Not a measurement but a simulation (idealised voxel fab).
process module | voxel wiring stack
cross-section cut | 255 nm wide | cells 5 nm
A cross-section is a grid of square cells, given in bands from the top down. A band is one or more rows of cells.
Each band's line starts with the height of the band's top and of its bottom, in nm. Then come its materials from left to right, each with its width in nm. One material with "throughout" fills the band from edge to edge. "air" is empty space.
Height 0 is the level under which the wafer as received is all one material. The lowest band goes on downwards, as in "0 down".
A width such as "30 to 40" changes by the same amount from each row of cells to the next, from the band's top row to its bottom row.
"no change" after a step means that no cell of the cross-section changed.
closed voids: empty space of 8 cells or more with no open way to the top, each as width x height at its distance from the left edge, in nm
after a step's settings: what the simulator itself notes on the step
overlay nm, on a step with a mask: how far to the right of its planned place the mask lay; to the left if negative
plan
1 op RECEIVE | material Si
2 op CONFORMAL_DEP | material SiO2 | thk nm 10
3 op CONFORMAL_DEP | material SiCN | thk nm 5
4 op DIRECTIONAL_DEP | material SiO2 | thk nm 20
5 op MASKED_ETCH | tone open | mask id METAL_1 | width nm 25 | pitch nm 55 | etch materials SiO2 | depth nm 20 | overlay nm 0
6 op MASKED_ETCH | tone open | mask id METAL_1 | width nm 25 | pitch nm 55 | etch materials SiCN | depth nm 5 | overlay nm 0
7 op CONFORMAL_DEP | material TiN | thk nm 5
8 op FILL_DEP | material W | thk nm 5
9 op CMP | height nm 35
10 op EPI | material Ru | thk nm 5
11 op FILL_DEP | material SiCN | thk nm 5
12 op DIRECTIONAL_DEP | material lowk | thk nm 25
13 op DIRECTIONAL_DEP | material aC | thk nm 10
14 op PATTERN | tone open | mask id METAL_2_HOLES | material resist | width nm 15 | pitch nm 55 | thk nm 30 | overlay nm 0
15 op DIRECTIONAL_ETCH | etch materials aC | depth nm 10
16 op STRIP | etch materials resist
17 op DIRECTIONAL_ETCH | etch materials lowk | depth nm 25
18 op STRIP | etch materials aC
19 op PATTERN | tone open | mask id METAL_2 | material resist | width nm 25 | pitch nm 55 | thk nm 20 | overlay nm 0
20 op DIRECTIONAL_ETCH | etch materials lowk | depth nm 15
21 op DIRECTIONAL_ETCH | etch materials SiCN | depth nm 5
22 op STRIP | etch materials resist
23 op CONFORMAL_DEP | material TiN | thk nm 5
24 op FILL_DEP | material Ru | thk nm 10
25 op CMP | height nm 70
26 op CONFORMAL_DEP | material SiCN | thk nm 5
27 op DIRECTIONAL_DEP | material lowk | thk nm 25
28 op DIRECTIONAL_DEP | material aC | thk nm 15
29 op PATTERN | tone open | mask id METAL_3 | material resist | width nm 25 | pitch nm 55 | thk nm 30 | overlay nm 0
30 op DIRECTIONAL_ETCH | etch materials aC | depth nm 15
31 op STRIP | etch materials resist
32 op DIRECTIONAL_ETCH | etch materials lowk | depth nm 15
33 op STRIP | etch materials aC
34 op PATTERN | tone open | mask id METAL_3_HOLES | material resist | width nm 15 | pitch nm 55 | thk nm 20 | overlay nm 0
35 op DIRECTIONAL_ETCH | etch materials lowk | depth nm 10
36 op DIRECTIONAL_ETCH | etch materials SiCN | depth nm 5
37 op STRIP | etch materials resist
38 op CONFORMAL_DEP | material TiN | thk nm 5
39 op FILL_DEP | material Cu | thk nm 10
40 op CMP | height nm 100
41 op CONFORMAL_DEP | material SiN | thk nm 5
first wafer, as planned
as received, after step 1
  0 down: Si throughout
  closed voids: none
after step 2
  10 to 0: SiO2 throughout
  below 0: unchanged
after step 3
  15 to 10: SiCN throughout
  below 10: unchanged
after step 4
  35 to 15: SiO2 throughout
  below 15: unchanged
after step 5
  35 to 15: SiO2 60 | air 25 | SiO2 30 | air 25 | SiO2 30 | air 25 | SiO2 60
  below 15: unchanged
after step 6
  35 to 15: SiO2 60 | air 25 | SiO2 30 | air 25 | SiO2 30 | air 25 | SiO2 60
  15 to 10: SiCN 60 | air 25 | SiCN 30 | air 25 | SiCN 30 | air 25 | SiCN 60
  below 10: unchanged
after step 7
  40 to 35: TiN 65 | air 15 | TiN 40 | air 15 | TiN 40 | air 15 | TiN 65
  35 to 15: SiO2 60 | TiN 5 | air 15 | TiN 5 | SiO2 30 | TiN 5 | air 15 | TiN 5 | SiO2 30 | TiN 5 | air 15 | TiN 5 | SiO2 60
  15 to 10: SiCN 60 | TiN 25 | SiCN 30 | TiN 25 | SiCN 30 | TiN 25 | SiCN 60
  below 10: unchanged
after step 8
  45 to 40: W throughout
  40 to 35: TiN 65 | W 15 | TiN 40 | W 15 | TiN 40 | W 15 | TiN 65
  35 to 15: SiO2 60 | TiN 5 | W 15 | TiN 5 | SiO2 30 | TiN 5 | W 15 | TiN 5 | SiO2 30 | TiN 5 | W 15 | TiN 5 | SiO2 60
  below 15: unchanged
after step 9
  35 to 15: SiO2 60 | TiN 5 | W 15 | TiN 5 | SiO2 30 | TiN 5 | W 15 | TiN 5 | SiO2 30 | TiN 5 | W 15 | TiN 5 | SiO2 60
  below 15: unchanged
after step 10
  40 to 35: air 55 | Ru 35 | air 20 | Ru 35 | air 20 | Ru 35 | air 55
  below 35: unchanged
after step 11
  45 to 40: SiCN throughout
  40 to 35: SiCN 55 | Ru 35 | SiCN 20 | Ru 35 | SiCN 20 | Ru 35 | SiCN 55
  below 35: unchanged
after step 12
  70 to 45: lowk throughout
  below 45: unchanged
after step 13
  80 to 70: aC throughout
  below 70: unchanged
after step 14
  110 to 80: resist 60 | air 15 | resist 40 | air 15 | resist 40 | air 15 | resist 70
  below 80: unchanged
after step 15
  100 to 80: resist 60 | air 15 | resist 40 | air 15 | resist 40 | air 15 | resist 70
  80 to 70: aC 60 | air 15 | aC 40 | air 15 | aC 40 | air 15 | aC 70
  below 70: unchanged
after step 16
  80 to 70: aC 60 | air 15 | aC 40 | air 15 | aC 40 | air 15 | aC 70
  below 70: unchanged
after step 17
  80 to 70: aC 60 | air 15 | aC 40 | air 15 | aC 40 | air 15 | aC 70
  70 to 45: lowk 60 | air 15 | lowk 40 | air 15 | lowk 40 | air 15 | lowk 70
  below 45: unchanged
after step 18
  70 to 45: lowk 60 | air 15 | lowk 40 | air 15 | lowk 40 | air 15 | lowk 70
  below 45: unchanged
after step 19
  90 to 70: resist 60 | air 25 | resist 30 | air 25 | resist 30 | air 25 | resist 60
  below 70: unchanged
after step 20
  90 to 70: resist 60 | air 25 | resist 30 | air 25 | resist 30 | air 25 | resist 60
  70 to 55: lowk 60 | air 25 | lowk 30 | air 25 | lowk 30 | air 25 | lowk 60
  below 55: unchanged
after step 21
  90 to 70: resist 60 | air 25 | resist 30 | air 25 | resist 30 | air 25 | resist 60
  70 to 55: lowk 60 | air 25 | lowk 30 | air 25 | lowk 30 | air 25 | lowk 60
  55 to 45: lowk 60 | air 15 | lowk 40 | air 15 | lowk 40 | air 15 | lowk 70
  45 to 40: SiCN 60 | air 15 | SiCN 40 | air 15 | SiCN 40 | air 15 | SiCN 70
  below 40: unchanged
after step 22
  70 to 55: lowk 60 | air 25 | lowk 30 | air 25 | lowk 30 | air 25 | lowk 60
  below 55: unchanged
after step 23
  75 to 70: TiN 65 | air 15 | TiN 40 | air 15 | TiN 40 | air 15 | TiN 65
  70 to 60: lowk 60 | TiN 5 | air 15 | TiN 5 | lowk 30 | TiN 5 | air 15 | TiN 5 | lowk 30 | TiN 5 | air 15 | TiN 5 | lowk 60
  60 to 55: lowk 60 | TiN 5 | air 5 | TiN 15 | lowk 30 | TiN 5 | air 5 | TiN 15 | lowk 30 | TiN 5 | air 5 | TiN 15 | lowk 60
  55 to 45: lowk 60 | TiN 5 | air 5 | TiN 5 | lowk 40 | TiN 5 | air 5 | TiN 5 | lowk 40 | TiN 5 | air 5 | TiN 5 | lowk 70
  45 to 40: SiCN 60 | TiN 15 | SiCN 40 | TiN 15 | SiCN 40 | TiN 15 | SiCN 70
  below 40: unchanged
after step 24
  85 to 75: Ru throughout
  75 to 70: TiN 65 | Ru 15 | TiN 40 | Ru 15 | TiN 40 | Ru 15 | TiN 65
  70 to 60: lowk 60 | TiN 5 | Ru 15 | TiN 5 | lowk 30 | TiN 5 | Ru 15 | TiN 5 | lowk 30 | TiN 5 | Ru 15 | TiN 5 | lowk 60
  60 to 55: lowk 60 | TiN 5 | Ru 5 | TiN 15 | lowk 30 | TiN 5 | Ru 5 | TiN 15 | lowk 30 | TiN 5 | Ru 5 | TiN 15 | lowk 60
  55 to 45: lowk 60 | TiN 5 | Ru 5 | TiN 5 | lowk 40 | TiN 5 | Ru 5 | TiN 5 | lowk 40 | TiN 5 | Ru 5 | TiN 5 | lowk 70
  below 45: unchanged
after step 25
  70 to 60: lowk 60 | TiN 5 | Ru 15 | TiN 5 | lowk 30 | TiN 5 | Ru 15 | TiN 5 | lowk 30 | TiN 5 | Ru 15 | TiN 5 | lowk 60
  below 60: unchanged
after step 26
  75 to 70: SiCN throughout
  below 70: unchanged
after step 27
  100 to 75: lowk throughout
  below 75: unchanged
after step 28
  115 to 100: aC throughout
  below 100: unchanged
after step 29
  145 to 115: resist 60 | air 25 | resist 30 | air 25 | resist 30 | air 25 | resist 60
  below 115: unchanged
after step 30
  130 to 115: resist 60 | air 25 | resist 30 | air 25 | resist 30 | air 25 | resist 60
  115 to 100: aC 60 | air 25 | aC 30 | air 25 | aC 30 | air 25 | aC 60
  below 100: unchanged
after step 31
  115 to 100: aC 60 | air 25 | aC 30 | air 25 | aC 30 | air 25 | aC 60
  below 100: unchanged
after step 32
  115 to 100: aC 60 | air 25 | aC 30 | air 25 | aC 30 | air 25 | aC 60
  100 to 85: lowk 60 | air 25 | lowk 30 | air 25 | lowk 30 | air 25 | lowk 60
  below 85: unchanged
after step 33
  100 to 85: lowk 60 | air 25 | lowk 30 | air 25 | lowk 30 | air 25 | lowk 60
  below 85: unchanged
after step 34
  120 to 100: resist 60 | air 15 | resist 40 | air 15 | resist 40 | air 15 | resist 70
  100 to 85: lowk 60 | air 15 | resist 10 | lowk 30 | air 15 | resist 10 | lowk 30 | air 15 | resist 10 | lowk 60
  below 85: unchanged
after step 35
  120 to 100: resist 60 | air 15 | resist 40 | air 15 | resist 40 | air 15 | resist 70
  100 to 85: lowk 60 | air 15 | resist 10 | lowk 30 | air 15 | resist 10 | lowk 30 | air 15 | resist 10 | lowk 60
  85 to 75: lowk 60 | air 15 | lowk 40 | air 15 | lowk 40 | air 15 | lowk 70
  below 75: unchanged
after step 36
  120 to 100: resist 60 | air 15 | resist 40 | air 15 | resist 40 | air 15 | resist 70
  100 to 85: lowk 60 | air 15 | resist 10 | lowk 30 | air 15 | resist 10 | lowk 30 | air 15 | resist 10 | lowk 60
  85 to 75: lowk 60 | air 15 | lowk 40 | air 15 | lowk 40 | air 15 | lowk 70
  75 to 70: SiCN 60 | air 15 | SiCN 40 | air 15 | SiCN 40 | air 15 | SiCN 70
  below 70: unchanged
after step 37
  100 to 85: lowk 60 | air 25 | lowk 30 | air 25 | lowk 30 | air 25 | lowk 60
  below 85: unchanged
after step 38
  105 to 100: TiN 65 | air 15 | TiN 40 | air 15 | TiN 40 | air 15 | TiN 65
  100 to 90: lowk 60 | TiN 5 | air 15 | TiN 5 | lowk 30 | TiN 5 | air 15 | TiN 5 | lowk 30 | TiN 5 | air 15 | TiN 5 | lowk 60
  90 to 85: lowk 60 | TiN 5 | air 5 | TiN 15 | lowk 30 | TiN 5 | air 5 | TiN 15 | lowk 30 | TiN 5 | air 5 | TiN 15 | lowk 60
  85 to 75: lowk 60 | TiN 5 | air 5 | TiN 5 | lowk 40 | TiN 5 | air 5 | TiN 5 | lowk 40 | TiN 5 | air 5 | TiN 5 | lowk 70
  75 to 70: SiCN 60 | TiN 15 | SiCN 40 | TiN 15 | SiCN 40 | TiN 15 | SiCN 70
  below 70: unchanged
after step 39
  115 to 105: Cu throughout
  105 to 100: TiN 65 | Cu 15 | TiN 40 | Cu 15 | TiN 40 | Cu 15 | TiN 65
  100 to 90: lowk 60 | TiN 5 | Cu 15 | TiN 5 | lowk 30 | TiN 5 | Cu 15 | TiN 5 | lowk 30 | TiN 5 | Cu 15 | TiN 5 | lowk 60
  90 to 85: lowk 60 | TiN 5 | Cu 5 | TiN 15 | lowk 30 | TiN 5 | Cu 5 | TiN 15 | lowk 30 | TiN 5 | Cu 5 | TiN 15 | lowk 60
  85 to 75: lowk 60 | TiN 5 | Cu 5 | TiN 5 | lowk 40 | TiN 5 | Cu 5 | TiN 5 | lowk 40 | TiN 5 | Cu 5 | TiN 5 | lowk 70
  below 75: unchanged
after step 40
  100 to 90: lowk 60 | TiN 5 | Cu 15 | TiN 5 | lowk 30 | TiN 5 | Cu 15 | TiN 5 | lowk 30 | TiN 5 | Cu 15 | TiN 5 | lowk 60
  below 90: unchanged
after step 41
  105 to 100: SiN throughout
  below 100: unchanged
second wafer: like start, like plan, one mistake. Through step 2 it matches the first wafer
when step 3 should have ended: no change
when step 4 should have ended
  30 to 0: SiO2 throughout
  below 0: unchanged
when step 5 should have ended
  30 to 10: SiO2 60 | air 25 | SiO2 30 | air 25 | SiO2 30 | air 25 | SiO2 60
  below 10: unchanged
when step 6 should have ended: no change
when step 7 should have ended
  35 to 30: TiN 65 | air 15 | TiN 40 | air 15 | TiN 40 | air 15 | TiN 65
  30 to 15: SiO2 60 | TiN 5 | air 15 | TiN 5 | SiO2 30 | TiN 5 | air 15 | TiN 5 | SiO2 30 | TiN 5 | air 15 | TiN 5 | SiO2 60
  15 to 10: SiO2 60 | TiN 25 | SiO2 30 | TiN 25 | SiO2 30 | TiN 25 | SiO2 60
  below 10: unchanged
when step 8 should have ended
  40 to 35: W throughout
  35 to 30: TiN 65 | W 15 | TiN 40 | W 15 | TiN 40 | W 15 | TiN 65
  30 to 15: SiO2 60 | TiN 5 | W 15 | TiN 5 | SiO2 30 | TiN 5 | W 15 | TiN 5 | SiO2 30 | TiN 5 | W 15 | TiN 5 | SiO2 60
  below 15: unchanged
when step 9 should have ended
  35 to 30: TiN 65 | W 15 | TiN 40 | W 15 | TiN 40 | W 15 | TiN 65
  below 30: unchanged
when step 10 should have ended
  40 to 35: Ru throughout
  below 35: unchanged
when step 11 should have ended
  45 to 40: SiCN throughout
  below 40: unchanged
when step 12 should have ended
  70 to 45: lowk throughout
  below 45: unchanged
when step 13 should have ended
  80 to 70: aC throughout
  below 70: unchanged
when step 14 should have ended
  110 to 80: resist 60 | air 15 | resist 40 | air 15 | resist 40 | air 15 | resist 70
  below 80: unchanged
when step 15 should have ended
  100 to 80: resist 60 | air 15 | resist 40 | air 15 | resist 40 | air 15 | resist 70
  80 to 70: aC 60 | air 15 | aC 40 | air 15 | aC 40 | air 15 | aC 70
  below 70: unchanged
when step 16 should have ended
  80 to 70: aC 60 | air 15 | aC 40 | air 15 | aC 40 | air 15 | aC 70
  below 70: unchanged
when step 17 should have ended
  80 to 70: aC 60 | air 15 | aC 40 | air 15 | aC 40 | air 15 | aC 70
  70 to 45: lowk 60 | air 15 | lowk 40 | air 15 | lowk 40 | air 15 | lowk 70
  below 45: unchanged
when step 18 should have ended
  70 to 45: lowk 60 | air 15 | lowk 40 | air 15 | lowk 40 | air 15 | lowk 70
  below 45: unchanged
when step 19 should have ended
  90 to 70: resist 60 | air 25 | resist 30 | air 25 | resist 30 | air 25 | resist 60
  below 70: unchanged
when step 20 should have ended
  90 to 70: resist 60 | air 25 | resist 30 | air 25 | resist 30 | air 25 | resist 60
  70 to 55: lowk 60 | air 25 | lowk 30 | air 25 | lowk 30 | air 25 | lowk 60
  below 55: unchanged
when step 21 should have ended
  90 to 70: resist 60 | air 25 | resist 30 | air 25 | resist 30 | air 25 | resist 60
  70 to 55: lowk 60 | air 25 | lowk 30 | air 25 | lowk 30 | air 25 | lowk 60
  55 to 45: lowk 60 | air 15 | lowk 40 | air 15 | lowk 40 | air 15 | lowk 70
  45 to 40: SiCN 60 | air 15 | SiCN 40 | air 15 | SiCN 40 | air 15 | SiCN 70
  below 40: unchanged
when step 22 should have ended
  70 to 55: lowk 60 | air 25 | lowk 30 | air 25 | lowk 30 | air 25 | lowk 60
  below 55: unchanged
when step 23 should have ended
  75 to 70: TiN 65 | air 15 | TiN 40 | air 15 | TiN 40 | air 15 | TiN 65
  70 to 60: lowk 60 | TiN 5 | air 15 | TiN 5 | lowk 30 | TiN 5 | air 15 | TiN 5 | lowk 30 | TiN 5 | air 15 | TiN 5 | lowk 60
  60 to 55: lowk 60 | TiN 5 | air 5 | TiN 15 | lowk 30 | TiN 5 | air 5 | TiN 15 | lowk 30 | TiN 5 | air 5 | TiN 15 | lowk 60
  55 to 45: lowk 60 | TiN 5 | air 5 | TiN 5 | lowk 40 | TiN 5 | air 5 | TiN 5 | lowk 40 | TiN 5 | air 5 | TiN 5 | lowk 70
  45 to 40: SiCN 60 | TiN 15 | SiCN 40 | TiN 15 | SiCN 40 | TiN 15 | SiCN 70
  below 40: unchanged
when step 24 should have ended
  85 to 75: Ru throughout
  75 to 70: TiN 65 | Ru 15 | TiN 40 | Ru 15 | TiN 40 | Ru 15 | TiN 65
  70 to 60: lowk 60 | TiN 5 | Ru 15 | TiN 5 | lowk 30 | TiN 5 | Ru 15 | TiN 5 | lowk 30 | TiN 5 | Ru 15 | TiN 5 | lowk 60
  60 to 55: lowk 60 | TiN 5 | Ru 5 | TiN 15 | lowk 30 | TiN 5 | Ru 5 | TiN 15 | lowk 30 | TiN 5 | Ru 5 | TiN 15 | lowk 60
  55 to 45: lowk 60 | TiN 5 | Ru 5 | TiN 5 | lowk 40 | TiN 5 | Ru 5 | TiN 5 | lowk 40 | TiN 5 | Ru 5 | TiN 5 | lowk 70
  below 45: unchanged
when step 25 should have ended
  70 to 60: lowk 60 | TiN 5 | Ru 15 | TiN 5 | lowk 30 | TiN 5 | Ru 15 | TiN 5 | lowk 30 | TiN 5 | Ru 15 | TiN 5 | lowk 60
  below 60: unchanged
when step 26 should have ended
  75 to 70: SiCN throughout
  below 70: unchanged
when step 27 should have ended
  100 to 75: lowk throughout
  below 75: unchanged
when step 28 should have ended
  115 to 100: aC throughout
  below 100: unchanged
when step 29 should have ended
  145 to 115: resist 60 | air 25 | resist 30 | air 25 | resist 30 | air 25 | resist 60
  below 115: unchanged
when step 30 should have ended
  130 to 115: resist 60 | air 25 | resist 30 | air 25 | resist 30 | air 25 | resist 60
  115 to 100: aC 60 | air 25 | aC 30 | air 25 | aC 30 | air 25 | aC 60
  below 100: unchanged
when step 31 should have ended
  115 to 100: aC 60 | air 25 | aC 30 | air 25 | aC 30 | air 25 | aC 60
  below 100: unchanged
when step 32 should have ended
  115 to 100: aC 60 | air 25 | aC 30 | air 25 | aC 30 | air 25 | aC 60
  100 to 85: lowk 60 | air 25 | lowk 30 | air 25 | lowk 30 | air 25 | lowk 60
  below 85: unchanged
when step 33 should have ended
  100 to 85: lowk 60 | air 25 | lowk 30 | air 25 | lowk 30 | air 25 | lowk 60
  below 85: unchanged
when step 34 should have ended
  120 to 100: resist 60 | air 15 | resist 40 | air 15 | resist 40 | air 15 | resist 70
  100 to 85: lowk 60 | air 15 | resist 10 | lowk 30 | air 15 | resist 10 | lowk 30 | air 15 | resist 10 | lowk 60
  below 85: unchanged
when step 35 should have ended
  120 to 100: resist 60 | air 15 | resist 40 | air 15 | resist 40 | air 15 | resist 70
  100 to 85: lowk 60 | air 15 | resist 10 | lowk 30 | air 15 | resist 10 | lowk 30 | air 15 | resist 10 | lowk 60
  85 to 75: lowk 60 | air 15 | lowk 40 | air 15 | lowk 40 | air 15 | lowk 70
  below 75: unchanged
when step 36 should have ended
  120 to 100: resist 60 | air 15 | resist 40 | air 15 | resist 40 | air 15 | resist 70
  100 to 85: lowk 60 | air 15 | resist 10 | lowk 30 | air 15 | resist 10 | lowk 30 | air 15 | resist 10 | lowk 60
  85 to 75: lowk 60 | air 15 | lowk 40 | air 15 | lowk 40 | air 15 | lowk 70
  75 to 70: SiCN 60 | air 15 | SiCN 40 | air 15 | SiCN 40 | air 15 | SiCN 70
  below 70: unchanged
when step 37 should have ended
  100 to 85: lowk 60 | air 25 | lowk 30 | air 25 | lowk 30 | air 25 | lowk 60
  below 85: unchanged
when step 38 should have ended
  105 to 100: TiN 65 | air 15 | TiN 40 | air 15 | TiN 40 | air 15 | TiN 65
  100 to 90: lowk 60 | TiN 5 | air 15 | TiN 5 | lowk 30 | TiN 5 | air 15 | TiN 5 | lowk 30 | TiN 5 | air 15 | TiN 5 | lowk 60
  90 to 85: lowk 60 | TiN 5 | air 5 | TiN 15 | lowk 30 | TiN 5 | air 5 | TiN 15 | lowk 30 | TiN 5 | air 5 | TiN 15 | lowk 60
  85 to 75: lowk 60 | TiN 5 | air 5 | TiN 5 | lowk 40 | TiN 5 | air 5 | TiN 5 | lowk 40 | TiN 5 | air 5 | TiN 5 | lowk 70
  75 to 70: SiCN 60 | TiN 15 | SiCN 40 | TiN 15 | SiCN 40 | TiN 15 | SiCN 70
  below 70: unchanged
when step 39 should have ended
  115 to 105: Cu throughout
  105 to 100: TiN 65 | Cu 15 | TiN 40 | Cu 15 | TiN 40 | Cu 15 | TiN 65
  100 to 90: lowk 60 | TiN 5 | Cu 15 | TiN 5 | lowk 30 | TiN 5 | Cu 15 | TiN 5 | lowk 30 | TiN 5 | Cu 15 | TiN 5 | lowk 60
  90 to 85: lowk 60 | TiN 5 | Cu 5 | TiN 15 | lowk 30 | TiN 5 | Cu 5 | TiN 15 | lowk 30 | TiN 5 | Cu 5 | TiN 15 | lowk 60
  85 to 75: lowk 60 | TiN 5 | Cu 5 | TiN 5 | lowk 40 | TiN 5 | Cu 5 | TiN 5 | lowk 40 | TiN 5 | Cu 5 | TiN 5 | lowk 70
  below 75: unchanged
when step 40 should have ended
  100 to 90: lowk 60 | TiN 5 | Cu 15 | TiN 5 | lowk 30 | TiN 5 | Cu 15 | TiN 5 | lowk 30 | TiN 5 | Cu 15 | TiN 5 | lowk 60
  below 90: unchanged
when step 41 should have ended
  105 to 100: SiN throughout
  below 100: unchanged
what went wrong: step 3 was left out
at the end the second wafer has, in cells: 30 more of Ru | 66 fewer of SiCN | 36 more of TiN
